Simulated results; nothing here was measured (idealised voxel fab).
The following is a process module called voxel self aligned contacts.
In the cross-section labelled cut, the width is 280 nm and each square cell is 5 nm.
A cross-section is a grid of square cells, given in bands from the top down. A band is one or more rows of cells.
What a band's entry tells you: where the top is and where the bottom is, as heights in nm, and after that what lies inside, material by material from left to right, each with its width in nm. Empty space is written as the word "air", and a single material marked with the word "full width" occupies the band from edge to edge.
Zero point of the height axis is 0; under it, received wafer = one material. Lowest band: continues down indefinitely, "0 nm and below".
So if you see something like "30->40" for the width, read it as the top row of the band sitting at the first number and the bottom row at the second, with every row in between moving by the same amount as the last.
Basically "no alteration" means that step didn't change any cell in the cross-section.
"Closed void inventory": sealed empty spaces, 8 cells or more, no open way to top, listed width x height at distance, with distance from the left edge and width, height and distance in nm.
Note: text after step settings on the step line = simulator remark on that step.
A step line may carry the setting "overlay nm", which, for steps involving a mask, states the distance by which the mask lay to the right of its intended position; negative values denote displacement to the left.
-- List of planned process steps
- 1: RECEIVE [material Si]
- 2: CONFORMAL_DEP [material SiO2] [thk nm 5]
- 3: DIRECTIONAL_DEP [material polySi] [thk nm 20]
- 4: DIRECTIONAL_DEP [material SiN] [thk nm 20]
- 5: MASKED_ETCH [tone cover] [mask id GATE] [width nm 25] [pitch nm 55] [etch materials SiN] [depth nm 20] [overlay nm 0]
- 6: MASKED_ETCH [tone cover] [mask id GATE] [width nm 25] [pitch nm 55] [etch materials polySi] [depth nm 20] [overlay nm 0]
- 7: CONFORMAL_DEP [material SiN] [thk nm 5]
- 8: DIRECTIONAL_ETCH [etch materials SiN] [depth nm 5]
- 9: FILL_DEP [material SiO2] [thk nm 15]
- 10: CMP [height nm 50]
- 11: MASKED_ETCH [tone open] [mask id CONTACT] [width nm 40] [pitch nm 55] [etch materials SiO2] [depth nm 50] [overlay nm 0]
- 12: CONFORMAL_DEP [material TiN] [thk nm 5]
- 13: FILL_DEP [material W] [thk nm 5]
- 14: CMP [height nm 50]
- 15: CONFORMAL_DEP [material SiCN] [thk nm 5]
-- Here's what the wafer looked like in cross-section when it arrived - that's after step 1
    0 nm and below | Si full width
    Closed void inventory: none
-- The following cross-section depicts the wafer upon conclusion of the module. Processing commenced from the starting condition illustrated above and adhered to the plan illustrated above, save for one mistake in execution
    55 nm to 50 nm | SiCN full width
    50 nm to 45 nm | 95 nm SiO2 | 10 nm TiN | 10 nm W | 15 nm TiN | 20 nm SiO2 | 10 nm TiN | 10 nm W | 15 nm TiN | 95 nm SiO2
    45 nm to 25 nm | 65 nm SiO2 | 35 nm SiN | 5 nm TiN | 10 nm W | 5 nm TiN | 35 nm SiN | 5 nm TiN | 10 nm W | 5 nm TiN | 35 nm SiN | 70 nm SiO2
    25 nm to 5 nm | 65 nm SiO2 | 5 nm SiN | 25 nm polySi | 5 nm SiN | 5 nm TiN | 10 nm W | 5 nm TiN | 5 nm SiN | 25 nm polySi | 5 nm SiN | 5 nm TiN | 10 nm W | 5 nm TiN | 5 nm SiN | 25 nm polySi | 5 nm SiN | 70 nm SiO2
    5 nm to 0 nm | 100 nm SiO2 | 20 nm TiN | 35 nm SiO2 | 20 nm TiN | 105 nm SiO2
    0 nm and below | Si full width
    Closed void inventory: none
Where did the run depart from the plan? step 11 did not happen as planned, as run it was MASKED_ETCH [tone open] [mask id CONTACT] [width nm 35] [pitch nm 55] [etch materials SiO2] [depth nm 50] [overlay nm 0]
